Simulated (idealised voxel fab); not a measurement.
The following is a process module called voxel trench capacitor.
The figure presents cross-section cut, which has a width of 285 nm and is divided into square cells with an edge length of 5 nm.
Cross-sections here: square-cell grids, written as top-down lists of bands, a band being one or more rows of cells.
Band: top height; bottom height; in nm. Then, left to right: material with width in nm, for each material. "throughout": a single material spanning edge to edge. "air": empty space.
The reference from which all heights are counted is 0, the level beneath which the as-received wafer is entirely one material; the lowest band, having no lower bound, proceeds downward and is written after the example "from 0 down".
Per-row width for "30 to 40": begins at first number (top row of band), ends at second number (bottom row), increment between rows held constant.
"no modifications", as given for a step, is the statement that not any cell of the cross-section underwent a change during that step.
Heads up: "Unvented cavities" only lists the empty pockets with no open path to the top that are 8 cells or more, and it writes them as width x height at distance, distance from the left edge, in nm.
Formally, on a step line, whatever follows the settings is a remark that the simulator itself makes on the step.
overlay nm, on a step with a mask: how far to the right of its planned place the mask lay; to the left if negative

### The planned process steps are enumerated hereunder
1,RECEIVE with material Si
2,CONFORMAL_DEP with material SiN, thk nm 5
3,DIRECTIONAL_DEP with material aC, thk nm 10
4,PATTERN with tone open, mask id TRENCH, material resist, width nm 30, pitch nm 60, thk nm 25, overlay nm 0
5,DIRECTIONAL_ETCH with etch materials aC, depth nm 10
6,STRIP with etch materials resist
7,DIRECTIONAL_ETCH with etch materials SiN, depth nm 5
8,DIRECTIONAL_ETCH with etch materials Si, depth nm 30
9,STRIP with etch materials aC
10,CONFORMAL_DEP with material HfO2, thk nm 5
11,CONFORMAL_DEP with material TiN, thk nm 5
12,FILL_DEP with material W, thk nm 10
13,CMP with height nm 5

### Shown in cross-section is the wafer as received, that is, as it stands after step 1
- from 0 down  Si throughout
- Unvented cavities: none

### Sectioned view, first of two wafers, at the close of the module, processed as intended in the plan
- from 5 to 0  SiN (35)  HfO2 (5)  TiN (5)  W (10)  TiN (5)  HfO2 (5)  SiN (30)  HfO2 (5)  TiN (5)  W (10)  TiN (5)  HfO2 (5)  SiN (30)  HfO2 (5)  TiN (5)  W (10)  TiN (5)  HfO2 (5)  SiN (30)  HfO2 (5)  TiN (5)  W (10)  TiN (5)  HfO2 (5)  SiN (40)
- from 0 to -20  Si (35)  HfO2 (5)  TiN (5)  W (10)  TiN (5)  HfO2 (5)  Si (30)  HfO2 (5)  TiN (5)  W (10)  TiN (5)  HfO2 (5)  Si (30)  HfO2 (5)  TiN (5)  W (10)  TiN (5)  HfO2 (5)  Si (30)  HfO2 (5)  TiN (5)  W (10)  TiN (5)  HfO2 (5)  Si (40)
- from -20 to -25  Si (35)  HfO2 (5)  TiN (20)  HfO2 (5)  Si (30)  HfO2 (5)  TiN (20)  HfO2 (5)  Si (30)  HfO2 (5)  TiN (20)  HfO2 (5)  Si (30)  HfO2 (5)  TiN (20)  HfO2 (5)  Si (40)
- from -25 to -30  Si (35)  HfO2 (30)  Si (30)  HfO2 (30)  Si (30)  HfO2 (30)  Si (30)  HfO2 (30)  Si (40)
- from -30 down  Si throughout
- Unvented cavities: none

### Second wafer through the module, sectioned at the end: same beginning and same plan as the first wafer, with one mistake in carrying it out
- from 5 to 0  SiN (35)  aC (5)  TiN (5)  W (10)  TiN (5)  aC (5)  SiN (30)  aC (5)  TiN (5)  W (10)  TiN (5)  aC (5)  SiN (30)  aC (5)  TiN (5)  W (10)  TiN (5)  aC (5)  SiN (30)  aC (5)  TiN (5)  W (10)  TiN (5)  aC (5)  SiN (40)
- from 0 to -20  Si (35)  aC (5)  TiN (5)  W (10)  TiN (5)  aC (5)  Si (30)  aC (5)  TiN (5)  W (10)  TiN (5)  aC (5)  Si (30)  aC (5)  TiN (5)  W (10)  TiN (5)  aC (5)  Si (30)  aC (5)  TiN (5)  W (10)  TiN (5)  aC (5)  Si (40)
- from -20 to -25  Si (35)  aC (5)  TiN (20)  aC (5)  Si (30)  aC (5)  TiN (20)  aC (5)  Si (30)  aC (5)  TiN (20)  aC (5)  Si (30)  aC (5)  TiN (20)  aC (5)  Si (40)
- from -25 to -30  Si (35)  aC (30)  Si (30)  aC (30)  Si (30)  aC (30)  Si (30)  aC (30)  Si (40)
- from -30 down  Si throughout
- Unvented cavities: none
Short version of what went wrong: step 10 did not happen as planned, as run it was CONFORMAL_DEP with material aC, thk nm 5
Wrapping up, a cell-based count of both wafers puts the second over or under the first for these materials: HfO2 -72, aC +72
